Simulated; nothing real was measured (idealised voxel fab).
This section sets out a process module, namely voxel quadruple lines.
It is cross-section cut that appears here, measuring 190 nm in width, its square cells being 5 nm in size.
Each cross-section below is a grid of square cells, stated as bands in top-down order, with one or more rows of cells making up each band.
Band entry format. Leading values: height of top, height of bottom, nm. Remainder: materials in left-to-right order, each with its width in nm. Special words: "everywhere" on a single material, which then fills the band edge to edge; "blank", empty space.
Heights are measured from 0, the level below which the as-received wafer is all one material; the lowest band has no bottom and continues downward, written as in "0 -> down".
The two numbers in a width such as "30->40" mark its ends across the band: the first belongs to the top row of cells, the second to the bottom row, and from each row to the next the width moves by the same amount.
Where the words "no alteration" appear for a step, the cross-section shows no cell changed by that step; every cell remained as before.
Heads up: "Sealed internal cavities" only lists the empty pockets with no open path to the top that are 8 cells or more, and it writes them as width x height at distance, distance from the left edge, in nm.
It should be noted that, on the line of a given step, the content following the step's settings is a remark produced by the simulator itself with respect to that step.
overlay nm, on a step with a mask: how far to the right of its planned place the mask lay; to the left if negative

Intended process steps
1,RECEIVE | material Si
2,CONFORMAL_DEP | material SiO2 | thk nm 10
3,DIRECTIONAL_DEP | material TiN | thk nm 10
4,DIRECTIONAL_DEP | material polySi | thk nm 20
5,DIRECTIONAL_DEP | material aC | thk nm 25
6,PATTERN | tone cover | mask id MANDREL | material resist | width nm 15 | thk nm 35 | overlay nm 0
7,DIRECTIONAL_ETCH | etch materials aC | depth nm 25
8,STRIP | etch materials resist
9,CONFORMAL_DEP | material SiO2 | thk nm 10
10,DIRECTIONAL_ETCH | etch materials SiO2 | depth nm 10
11,STRIP | etch materials aC
12,DIRECTIONAL_ETCH | etch materials polySi | depth nm 20
13,STRIP | etch materials SiO2
14,CONFORMAL_DEP | material SiN | thk nm 5
15,DIRECTIONAL_ETCH | etch materials SiN | depth nm 5
16,STRIP | etch materials polySi
17,DIRECTIONAL_ETCH | etch materials TiN | depth nm 10
18,STRIP | etch materials SiN
19,FILL_DEP | material SiO2 | thk nm 10
20,CMP | height nm 20
It is noted that the wafers described herein are identical at the outset and are distinguished by the width nm of step 6; the value stated in the plan corresponds to the first wafer.

First wafer of several, as received: cross-section after step 1
> 0 -> down  Si everywhere
> Sealed internal cavities: none

Gained (+) or lost (-) cells of each material since receipt, then closed voids: one row per wafer, at the end of the module
width nm 15 | +144 SiO2 | +8 TiN | Sealed internal cavities: none
width nm 20 | +144 SiO2 | +8 TiN | Sealed internal cavities: none
width nm 25 | +144 SiO2 | +8 TiN | Sealed internal cavities: none
width nm 30 | +144 SiO2 | +8 TiN | Sealed internal cavities: none
width nm 35 | +144 SiO2 | +8 TiN | Sealed internal cavities: none
